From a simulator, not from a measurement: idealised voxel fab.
Process module under the name voxel transistor to metal
Pictured: cross-section cut, 205 nm wide, on a grid of 5 nm square cells.
How to read a cross-section here: the picture is a grid of square cells, written as bands going from the top down, and any band can span one or more rows of cells.
The entry gives the band's vertical extent as a top height and a bottom height in nm, then its horizontal make-up as materials from left to right, each with a width in nm. "air" stands for empty space; a single material marked "edge to edge" fills the band edge to edge.
Where do heights start? At 0: under that level the wafer as delivered is made of one material only. And the lowest band has no floor; it just carries on downward, as in "0 down".
Top row gets the first number, bottom row gets the second, and each row in between changes by the same step: that is how a band width like "30->40" works.
For the purposes of this document, the phrase "no change" attached to a step denotes that no cell within the cross-section was modified by that step.
Entry "Closed void table" = empty spaces >= 8 cells with no open way to the top; each as width x height at distance, distance from left edge, all nm.
If you see something after the settings on a step's line, that's the simulator's own remark about that step.
Each step line may optionally specify "overlay nm", which for a step with a mask gives the rightward distance between the mask's planned place and where it lay, a negative value indicating the leftward direction.

## Set out below are the planned steps of the process
1,RECEIVE, material Si
2,OXIDIZE, depth nm 5
3,CONFORMAL_DEP, material SiN, thk nm 15
4,MASKED_ETCH, tone cover, mask id ACTIVE, width nm 110, etch materials SiN, depth nm 15, overlay nm 0
5,MASKED_ETCH, tone cover, mask id ACTIVE, width nm 110, etch materials SiO2, depth nm 5, overlay nm 0
6,MASKED_ETCH, tone cover, mask id ACTIVE, width nm 110, etch materials Si, depth nm 25, overlay nm 0
7,FILL_DEP, material SiO2, thk nm 10
8,CMP, height nm 15
9,SELECTIVE_ETCH, etch materials SiO2, depth nm 5
10,STRIP, etch materials SiN
11,SELECTIVE_ETCH, etch materials SiO2, depth nm 5
12,OXIDIZE, depth nm 5
13,DIRECTIONAL_DEP, material polySi, thk nm 25
14,DIRECTIONAL_DEP, material SiCN, thk nm 10
15,PATTERN, tone cover, mask id GATE, material resist, width nm 30, thk nm 20, overlay nm 0
16,DIRECTIONAL_ETCH, etch materials SiCN, depth nm 20
17,DIRECTIONAL_ETCH, etch materials polySi, depth nm 35
18,STRIP, etch materials resist
19,CONFORMAL_DEP, material SiO2, thk nm 5
20,DIRECTIONAL_ETCH, etch materials SiO2, depth nm 5
21,CONFORMAL_DEP, material SiN, thk nm 10
22,DIRECTIONAL_ETCH, etch materials SiN, depth nm 10
23,DIRECTIONAL_ETCH, etch materials SiO2, depth nm 5
24,DIRECTIONAL_ETCH, etch materials Si, depth nm 5
25,EPI, material nSi, thk nm 5
26,FILL_DEP, material SiO2, thk nm 5
27,CMP, height nm 20
28,STRIP, etch materials polySi
29,SELECTIVE_ETCH, etch materials SiO2, depth nm 5
30,CONFORMAL_DEP, material HfO2, thk nm 5
31,CONFORMAL_DEP, material TiN, thk nm 5
32,FILL_DEP, material W, thk nm 5
33,CMP, height nm 15
34,DIRECTIONAL_DEP, material SiO2, thk nm 15
35,MASKED_ETCH, tone open, mask id CONTACT, width nm 20, pitch nm 80, etch materials SiO2, depth nm 40, overlay nm 0
36,CONFORMAL_DEP, material TiN, thk nm 5
37,FILL_DEP, material W, thk nm 5
38,CMP, height nm 30
39,DIRECTIONAL_DEP, material TiN, thk nm 5
40,DIRECTIONAL_DEP, material Ru, thk nm 15
41,PATTERN, tone cover, mask id METAL_1, material resist, width nm 20, pitch nm 80, thk nm 15, overlay nm 0
42,DIRECTIONAL_ETCH, etch materials Ru, depth nm 15
43,DIRECTIONAL_ETCH, etch materials TiN, depth nm 5
44,STRIP, etch materials resist
45,CONFORMAL_DEP, material SiCN, thk nm 5
46,FILL_DEP, material SiO2, thk nm 10
47,CMP, height nm 50
48,CONFORMAL_DEP, material SiN, thk nm 5

## first wafer, as planned

## Cross-section of the wafer at receipt, which is the condition after step 1
	0 down | Si edge to edge
	Closed void table: none

## So this is the wafer cross-section right after step 2
	0 to -5 | SiO2 edge to edge
	Below a height of -5, the structure has not been altered.

## So this is the wafer cross-section right after step 3
	15 to 0 | SiN edge to edge
	Below a height of 0, the structure has not been altered.

## So this is the wafer cross-section right after step 4
	15 to 0 | air (45); SiN (110); air (50)
	Below a height of 0, the structure has not been altered.

## So this is the wafer cross-section right after step 5
	15 to 0 | air (45); SiN (110); air (50)
	0 to -5 | air (45); SiO2 (110); air (50)
	Below a height of -5, the structure has not been altered.

## So this is the wafer cross-section right after step 6
	15 to 0 | air (45); SiN (110); air (50)
	0 to -5 | air (45); SiO2 (110); air (50)
	-5 to -30 | air (45); Si (110); air (50)
	Below a height of -30, the structure has not been altered.

## So this is the wafer cross-section right after step 7
	25 to 15 | SiO2 edge to edge
	15 to 0 | SiO2 (45); SiN (110); SiO2 (50)
	0 to -5 | SiO2 edge to edge
	-5 to -30 | SiO2 (45); Si (110); SiO2 (50)
	Below a height of -30, the structure has not been altered.

## So this is the wafer cross-section right after step 8
	15 to 0 | SiO2 (45); SiN (110); SiO2 (50)
	Below a height of 0, the structure has not been altered.

## So this is the wafer cross-section right after step 9
	15 to 10 | air (45); SiN (110); air (50)
	Below a height of 10, the structure has not been altered.

## So this is the wafer cross-section right after step 10
	10 to 0 | SiO2 (45); air (110); SiO2 (50)
	Below a height of 0, the structure has not been altered.

## So this is the wafer cross-section right after step 11
	5 to -5 | SiO2 (40); air (120); SiO2 (45)
	Below a height of -5, the structure has not been altered.

## So this is the wafer cross-section right after step 12
	5 to -5 | SiO2 (40); air (120); SiO2 (45)
	-5 to -10 | SiO2 edge to edge
	Below a height of -10, the structure has not been altered.

## So this is the wafer cross-section right after step 13
	30 to 20 | polySi (40); air (120); polySi (45)
	20 to 5 | polySi edge to edge
	5 to -5 | SiO2 (40); polySi (120); SiO2 (45)
	Below a height of -5, the structure has not been altered.

## So this is the wafer cross-section right after step 14
	40 to 30 | SiCN (40); air (120); SiCN (45)
	30 to 20 | polySi (40); SiCN (120); polySi (45)
	Below a height of 20, the structure has not been altered.

## So this is the wafer cross-section right after step 15
	60 to 40 | air (85); resist (30); air (90)
	40 to 30 | SiCN (40); air (45); resist (30); air (45); SiCN (45)
	Below a height of 30, the structure has not been altered.

## So this is the wafer cross-section right after step 16
	60 to 30 | air (85); resist (30); air (90)
	30 to 20 | polySi (40); air (45); SiCN (30); air (45); polySi (45)
	Below a height of 20, the structure has not been altered.

## So this is the wafer cross-section right after step 17
	60 to 30 | air (85); resist (30); air (90)
	30 to 20 | air (85); SiCN (30); air (90)
	20 to 5 | air (85); polySi (30); air (90)
	5 to -5 | SiO2 (40); air (45); polySi (30); air (45); SiO2 (45)
	Below a height of -5, the structure has not been altered.

## So this is the wafer cross-section right after step 18
	30 to 20 | air (85); SiCN (30); air (90)
	Below a height of 20, the structure has not been altered.

## So this is the wafer cross-section right after step 19
	35 to 30 | air (80); SiO2 (40); air (85)
	30 to 20 | air (80); SiO2 (5); SiCN (30); SiO2 (5); air (85)
	20 to 10 | air (80); SiO2 (5); polySi (30); SiO2 (5); air (85)
	10 to 0 | SiO2 (45); air (35); SiO2 (5); polySi (30); SiO2 (5); air (35); SiO2 (50)
	0 to -5 | SiO2 (85); polySi (30); SiO2 (90)
	Below a height of -5, the structure has not been altered.

## So this is the wafer cross-section right after step 20
	30 to 20 | air (80); SiO2 (5); SiCN (30); SiO2 (5); air (85)
	20 to 5 | air (80); SiO2 (5); polySi (30); SiO2 (5); air (85)
	5 to -5 | SiO2 (45); air (35); SiO2 (5); polySi (30); SiO2 (5); air (35); SiO2 (50)
	Below a height of -5, the structure has not been altered.

## So this is the wafer cross-section right after step 21
	40 to 30 | air (70); SiN (60); air (75)
	30 to 20 | air (70); SiN (10); SiO2 (5); SiCN (30); SiO2 (5); SiN (10); air (75)
	20 to 15 | air (70); SiN (10); SiO2 (5); polySi (30); SiO2 (5); SiN (10); air (75)
	15 to 5 | SiN (55); air (15); SiN (10); SiO2 (5); polySi (30); SiO2 (5); SiN (10); air (15); SiN (60)
	5 to -5 | SiO2 (45); SiN (35); SiO2 (5); polySi (30); SiO2 (5); SiN (35); SiO2 (50)
	Below a height of -5, the structure has not been altered.

## So this is the wafer cross-section right after step 22
	30 to 20 | air (70); SiN (10); SiO2 (5); SiCN (30); SiO2 (5); SiN (10); air (75)
	20 to 5 | air (70); SiN (10); SiO2 (5); polySi (30); SiO2 (5); SiN (10); air (75)
	5 to -5 | SiO2 (45); SiN (10); air (15); SiN (10); SiO2 (5); polySi (30); SiO2 (5); SiN (10); air (15); SiN (10); SiO2 (50)
	Below a height of -5, the structure has not been altered.

## So this is the wafer cross-section right after step 23
	30 to 25 | air (70); SiN (10); air (5); SiCN (30); air (5); SiN (10); air (75)
	25 to 20 | air (70); SiN (10); SiO2 (5); SiCN (30); SiO2 (5); SiN (10); air (75)
	20 to 5 | air (70); SiN (10); SiO2 (5); polySi (30); SiO2 (5); SiN (10); air (75)
	5 to 0 | air (45); SiN (10); air (15); SiN (10); SiO2 (5); polySi (30); SiO2 (5); SiN (10); air (15); SiN (10); air (50)
	0 to -5 | SiO2 (45); SiN (10); air (15); SiN (10); SiO2 (5); polySi (30); SiO2 (5); SiN (10); air (15); SiN (10); SiO2 (50)
	-5 to -10 | SiO2 (55); air (15); SiO2 (60); air (15); SiO2 (60)
	Below a height of -10, the structure has not been altered.

## So this is the wafer cross-section right after step 24
	30 to 25 | air (70); SiN (10); air (5); SiCN (30); air (5); SiN (10); air (75)
	25 to 20 | air (70); SiN (10); SiO2 (5); SiCN (30); SiO2 (5); SiN (10); air (75)
	20 to 5 | air (70); SiN (10); SiO2 (5); polySi (30); SiO2 (5); SiN (10); air (75)
	5 to 0 | air (45); SiN (10); air (15); SiN (10); SiO2 (5); polySi (30); SiO2 (5); SiN (10); air (15); SiN (10); air (50)
	0 to -5 | SiO2 (45); SiN (10); air (15); SiN (10); SiO2 (5); polySi (30); SiO2 (5); SiN (10); air (15); SiN (10); SiO2 (50)
	-5 to -10 | SiO2 (55); air (15); SiO2 (60); air (15); SiO2 (60)
	-10 to -15 | SiO2 (45); Si (10); air (15); Si (60); air (15); Si (10); SiO2 (50)
	Below a height of -15, the structure has not been altered.

## So this is the wafer cross-section right after step 25
	30 to 25 | air (70); SiN (10); air (5); SiCN (30); air (5); SiN (10); air (75)
	25 to 20 | air (70); SiN (10); SiO2 (5); SiCN (30); SiO2 (5); SiN (10); air (75)
	20 to 5 | air (70); SiN (10); SiO2 (5); polySi (30); SiO2 (5); SiN (10); air (75)
	5 to 0 | air (45); SiN (10); air (15); SiN (10); SiO2 (5); polySi (30); SiO2 (5); SiN (10); air (15); SiN (10); air (50)
	0 to -5 | SiO2 (45); SiN (10); air (15); SiN (10); SiO2 (5); polySi (30); SiO2 (5); SiN (10); air (15); SiN (10); SiO2 (50)
	-5 to -10 | SiO2 (55); nSi (5); air (5); nSi (5); SiO2 (60); nSi (5); air (5); nSi (5); SiO2 (60)
	-10 to -15 | SiO2 (45); Si (10); nSi (15); Si (60); nSi (15); Si (10); SiO2 (50)
	Below a height of -15, the structure has not been altered.

## So this is the wafer cross-section right after step 26
	35 to 30 | SiO2 edge to edge
	30 to 20 | SiO2 (70); SiN (10); SiO2 (5); SiCN (30); SiO2 (5); SiN (10); SiO2 (75)
	20 to 5 | SiO2 (70); SiN (10); SiO2 (5); polySi (30); SiO2 (5); SiN (10); SiO2 (75)
	5 to -5 | SiO2 (45); SiN (10); SiO2 (15); SiN (10); SiO2 (5); polySi (30); SiO2 (5); SiN (10); SiO2 (15); SiN (10); SiO2 (50)
	-5 to -10 | SiO2 (55); nSi (5); SiO2 (5); nSi (5); SiO2 (60); nSi (5); SiO2 (5); nSi (5); SiO2 (60)
	Below a height of -10, the structure has not been altered.

## So this is the wafer cross-section right after step 27
	20 to 5 | SiO2 (70); SiN (10); SiO2 (5); polySi (30); SiO2 (5); SiN (10); SiO2 (75)
	Below a height of 5, the structure has not been altered.

## So this is the wafer cross-section right after step 28
	20 to 5 | SiO2 (70); SiN (10); SiO2 (5); air (30); SiO2 (5); SiN (10); SiO2 (75)
	5 to -5 | SiO2 (45); SiN (10); SiO2 (15); SiN (10); SiO2 (5); air (30); SiO2 (5); SiN (10); SiO2 (15); SiN (10); SiO2 (50)
	Below a height of -5, the structure has not been altered.

## So this is the wafer cross-section right after step 29
	20 to 15 | air (70); SiN (10); air (40); SiN (10); air (75)
	15 to 5 | SiO2 (70); SiN (10); air (40); SiN (10); SiO2 (75)
	5 to -5 | SiO2 (45); SiN (10); SiO2 (15); SiN (10); air (40); SiN (10); SiO2 (15); SiN (10); SiO2 (50)
	-5 to -10 | SiO2 (55); nSi (5); SiO2 (5); nSi (5); SiO2 (10); air (40); SiO2 (10); nSi (5); SiO2 (5); nSi (5); SiO2 (60)
	Below a height of -10, the structure has not been altered.

## So this is the wafer cross-section right after step 30
	25 to 20 | air (65); HfO2 (20); air (30); HfO2 (20); air (70)
	20 to 15 | HfO2 (70); SiN (10); HfO2 (5); air (30); HfO2 (5); SiN (10); HfO2 (75)
	15 to 5 | SiO2 (70); SiN (10); HfO2 (5); air (30); HfO2 (5); SiN (10); SiO2 (75)
	5 to -5 | SiO2 (45); SiN (10); SiO2 (15); SiN (10); HfO2 (5); air (30); HfO2 (5); SiN (10); SiO2 (15); SiN (10); SiO2 (50)
	-5 to -10 | SiO2 (55); nSi (5); SiO2 (5); nSi (5); SiO2 (10); HfO2 (40); SiO2 (10); nSi (5); SiO2 (5); nSi (5); SiO2 (60)
	Below a height of -10, the structure has not been altered.

## So this is the wafer cross-section right after step 31
	30 to 25 | air (60); TiN (30); air (20); TiN (30); air (65)
	25 to 20 | TiN (65); HfO2 (20); TiN (5); air (20); TiN (5); HfO2 (20); TiN (70)
	20 to 15 | HfO2 (70); SiN (10); HfO2 (5); TiN (5); air (20); TiN (5); HfO2 (5); SiN (10); HfO2 (75)
	15 to 5 | SiO2 (70); SiN (10); HfO2 (5); TiN (5); air (20); TiN (5); HfO2 (5); SiN (10); SiO2 (75)
	5 to 0 | SiO2 (45); SiN (10); SiO2 (15); SiN (10); HfO2 (5); TiN (5); air (20); TiN (5); HfO2 (5); SiN (10); SiO2 (15); SiN (10); SiO2 (50)
	0 to -5 | SiO2 (45); SiN (10); SiO2 (15); SiN (10); HfO2 (5); TiN (30); HfO2 (5); SiN (10); SiO2 (15); SiN (10); SiO2 (50)
	Below a height of -5, the structure has not been altered.

## So this is the wafer cross-section right after step 32
	35 to 30 | W edge to edge
	30 to 25 | W (60); TiN (30); W (20); TiN (30); W (65)
	25 to 20 | TiN (65); HfO2 (20); TiN (5); W (20); TiN (5); HfO2 (20); TiN (70)
	20 to 15 | HfO2 (70); SiN (10); HfO2 (5); TiN (5); W (20); TiN (5); HfO2 (5); SiN (10); HfO2 (75)
	15 to 5 | SiO2 (70); SiN (10); HfO2 (5); TiN (5); W (20); TiN (5); HfO2 (5); SiN (10); SiO2 (75)
	5 to 0 | SiO2 (45); SiN (10); SiO2 (15); SiN (10); HfO2 (5); TiN (5); W (20); TiN (5); HfO2 (5); SiN (10); SiO2 (15); SiN (10); SiO2 (50)
	Below a height of 0, the structure has not been altered.

## So this is the wafer cross-section right after step 33
	15 to 5 | SiO2 (70); SiN (10); HfO2 (5); TiN (5); W (20); TiN (5); HfO2 (5); SiN (10); SiO2 (75)
	Below a height of 5, the structure has not been altered.

## So this is the wafer cross-section right after step 34
	30 to 15 | SiO2 edge to edge
	Below a height of 15, the structure has not been altered.

## So this is the wafer cross-section right after step 35
	30 to 15 | SiO2 (50); air (20); SiO2 (60); air (20); SiO2 (55)
	15 to 5 | SiO2 (50); air (20); SiN (10); HfO2 (5); TiN (5); W (20); TiN (5); HfO2 (5); SiN (10); air (20); SiO2 (55)
	5 to 0 | SiO2 (45); SiN (10); air (15); SiN (10); HfO2 (5); TiN (5); W (20); TiN (5); HfO2 (5); SiN (10); air (15); SiN (10); SiO2 (50)
	0 to -5 | SiO2 (45); SiN (10); air (15); SiN (10); HfO2 (5); TiN (30); HfO2 (5); SiN (10); air (15); SiN (10); SiO2 (50)
	-5 to -10 | SiO2 (55); nSi (5); air (5); nSi (5); SiO2 (10); HfO2 (40); SiO2 (10); nSi (5); air (5); nSi (5); SiO2 (60)
	Below a height of -10, the structure has not been altered.

## So this is the wafer cross-section right after step 36
	35 to 30 | TiN (55); air (10); TiN (70); air (10); TiN (60)
	30 to 15 | SiO2 (50); TiN (5); air (10); TiN (5); SiO2 (60); TiN (5); air (10); TiN (5); SiO2 (55)
	15 to 5 | SiO2 (50); TiN (5->10); air (10->5); TiN (5); SiN (10); HfO2 (5); TiN (5); W (20); TiN (5); HfO2 (5); SiN (10); TiN (5); air (10->5); TiN (5->10); SiO2 (55)
	5 to 0 | SiO2 (45); SiN (10); TiN (5); air (5); TiN (5); SiN (10); HfO2 (5); TiN (5); W (20); TiN (5); HfO2 (5); SiN (10); TiN (5); air (5); TiN (5); SiN (10); SiO2 (50)
	0 to -5 | SiO2 (45); SiN (10); TiN (15); SiN (10); HfO2 (5); TiN (30); HfO2 (5); SiN (10); TiN (15); SiN (10); SiO2 (50)
	-5 to -10 | SiO2 (55); nSi (5); TiN (5); nSi (5); SiO2 (10); HfO2 (40); SiO2 (10); nSi (5); TiN (5); nSi (5); SiO2 (60)
	Below a height of -10, the structure has not been altered.

## So this is the wafer cross-section right after step 37
	40 to 35 | W edge to edge
	35 to 30 | TiN (55); W (10); TiN (70); W (10); TiN (60)
	30 to 15 | SiO2 (50); TiN (5); W (10); TiN (5); SiO2 (60); TiN (5); W (10); TiN (5); SiO2 (55)
	15 to 5 | SiO2 (50); TiN (5->10); W (10->5); TiN (5); SiN (10); HfO2 (5); TiN (5); W (20); TiN (5); HfO2 (5); SiN (10); TiN (5); W (10->5); TiN (5->10); SiO2 (55)
	5 to 0 | SiO2 (45); SiN (10); TiN (5); W (5); TiN (5); SiN (10); HfO2 (5); TiN (5); W (20); TiN (5); HfO2 (5); SiN (10); TiN (5); W (5); TiN (5); SiN (10); SiO2 (50)
	Below a height of 0, the structure has not been altered.

## So this is the wafer cross-section right after step 38
	30 to 15 | SiO2 (50); TiN (5); W (10); TiN (5); SiO2 (60); TiN (5); W (10); TiN (5); SiO2 (55)
	Below a height of 15, the structure has not been altered.

## So this is the wafer cross-section right after step 39
	35 to 30 | TiN edge to edge
	Below a height of 30, the structure has not been altered.

## So this is the wafer cross-section right after step 40
	50 to 35 | Ru edge to edge
	Below a height of 35, the structure has not been altered.

## So this is the wafer cross-section right after step 41
	65 to 50 | air (50); resist (20); air (60); resist (20); air (55)
	Below a height of 50, the structure has not been altered.

## So this is the wafer cross-section right after step 42
	65 to 50 | air (50); resist (20); air (60); resist (20); air (55)
	50 to 35 | air (50); Ru (20); air (60); Ru (20); air (55)
	Below a height of 35, the structure has not been altered.

## So this is the wafer cross-section right after step 43
	65 to 50 | air (50); resist (20); air (60); resist (20); air (55)
	50 to 35 | air (50); Ru (20); air (60); Ru (20); air (55)
	35 to 30 | air (50); TiN (20); air (60); TiN (20); air (55)
	Below a height of 30, the structure has not been altered.

## So this is the wafer cross-section right after step 44
	50 to 35 | air (50); Ru (20); air (60); Ru (20); air (55)
	Below a height of 35, the structure has not been altered.

## So this is the wafer cross-section right after step 45
	55 to 50 | air (45); SiCN (30); air (50); SiCN (30); air (50)
	50 to 35 | air (45); SiCN (5); Ru (20); SiCN (5); air (50); SiCN (5); Ru (20); SiCN (5); air (50)
	35 to 30 | SiCN (50); TiN (20); SiCN (60); TiN (20); SiCN (55)
	Below a height of 30, the structure has not been altered.

## So this is the wafer cross-section right after step 46
	65 to 55 | SiO2 edge to edge
	55 to 50 | SiO2 (45); SiCN (30); SiO2 (50); SiCN (30); SiO2 (50)
	50 to 35 | SiO2 (45); SiCN (5); Ru (20); SiCN (5); SiO2 (50); SiCN (5); Ru (20); SiCN (5); SiO2 (50)
	Below a height of 35, the structure has not been altered.

## So this is the wafer cross-section right after step 47
	50 to 35 | SiO2 (45); SiCN (5); Ru (20); SiCN (5); SiO2 (50); SiCN (5); Ru (20); SiCN (5); SiO2 (50)
	Below a height of 35, the structure has not been altered.

## So this is the wafer cross-section right after step 48
	55 to 50 | SiN edge to edge
	Below a height of 50, the structure has not been altered.

## The remaining wafer, second of the two, started like the first and was run to the same plan, except that one mistake was made along the way; the two coincide through step 33, inclusive

## Cross-sectional representation of the second wafer at the time designated in the plan for the completion of step 34
	30 to 15 | Ru edge to edge
	Below a height of 15, the structure has not been altered.

Cross-sectional representation of the second wafer at the time designated in the plan for the completion of step 35: no change

## Cross-sectional representation of the second wafer at the time designated in the plan for the completion of step 36
	35 to 30 | TiN edge to edge
	Below a height of 30, the structure has not been altered.

## Cross-sectional representation of the second wafer at the time designated in the plan for the completion of step 37
	40 to 35 | W edge to edge
	Below a height of 35, the structure has not been altered.

## Cross-sectional representation of the second wafer at the time designated in the plan for the completion of step 38
	30 to 15 | Ru edge to edge
	Below a height of 15, the structure has not been altered.

## Cross-sectional representation of the second wafer at the time designated in the plan for the completion of step 39
	35 to 30 | TiN edge to edge
	Below a height of 30, the structure has not been altered.

## Cross-sectional representation of the second wafer at the time designated in the plan for the completion of step 40
	50 to 35 | Ru edge to edge
	Below a height of 35, the structure has not been altered.

## Cross-sectional representation of the second wafer at the time designated in the plan for the completion of step 41
	65 to 50 | air (50); resist (20); air (60); resist (20); air (55)
	Below a height of 50, the structure has not been altered.

## Cross-sectional representation of the second wafer at the time designated in the plan for the completion of step 42
	65 to 50 | air (50); resist (20); air (60); resist (20); air (55)
	50 to 35 | air (50); Ru (20); air (60); Ru (20); air (55)
	Below a height of 35, the structure has not been altered.

## Cross-sectional representation of the second wafer at the time designated in the plan for the completion of step 43
	65 to 50 | air (50); resist (20); air (60); resist (20); air (55)
	50 to 35 | air (50); Ru (20); air (60); Ru (20); air (55)
	35 to 30 | air (50); TiN (20); air (60); TiN (20); air (55)
	Below a height of 30, the structure has not been altered.

## Cross-sectional representation of the second wafer at the time designated in the plan for the completion of step 44
	50 to 35 | air (50); Ru (20); air (60); Ru (20); air (55)
	Below a height of 35, the structure has not been altered.

## Cross-sectional representation of the second wafer at the time designated in the plan for the completion of step 45
	55 to 50 | air (45); SiCN (30); air (50); SiCN (30); air (50)
	50 to 35 | air (45); SiCN (5); Ru (20); SiCN (5); air (50); SiCN (5); Ru (20); SiCN (5); air (50)
	35 to 30 | SiCN (50); TiN (20); SiCN (60); TiN (20); SiCN (55)
	Below a height of 30, the structure has not been altered.

## Cross-sectional representation of the second wafer at the time designated in the plan for the completion of step 46
	65 to 55 | SiO2 edge to edge
	55 to 50 | SiO2 (45); SiCN (30); SiO2 (50); SiCN (30); SiO2 (50)
	50 to 35 | SiO2 (45); SiCN (5); Ru (20); SiCN (5); SiO2 (50); SiCN (5); Ru (20); SiCN (5); SiO2 (50)
	Below a height of 35, the structure has not been altered.

## Cross-sectional representation of the second wafer at the time designated in the plan for the completion of step 47
	50 to 35 | SiO2 (45); SiCN (5); Ru (20); SiCN (5); SiO2 (50); SiCN (5); Ru (20); SiCN (5); SiO2 (50)
	Below a height of 35, the structure has not been altered.

## Cross-sectional representation of the second wafer at the time designated in the plan for the completion of step 48
	55 to 50 | SiN edge to edge
	Below a height of 50, the structure has not been altered.
Plan not followed: step 34 ran as: DIRECTIONAL_DEP, material Ru, thk nm 15
Final wafer comparison in cells, second versus first, more or fewer per material: +123 Ru; -69 SiO2; -34 TiN; -20 W
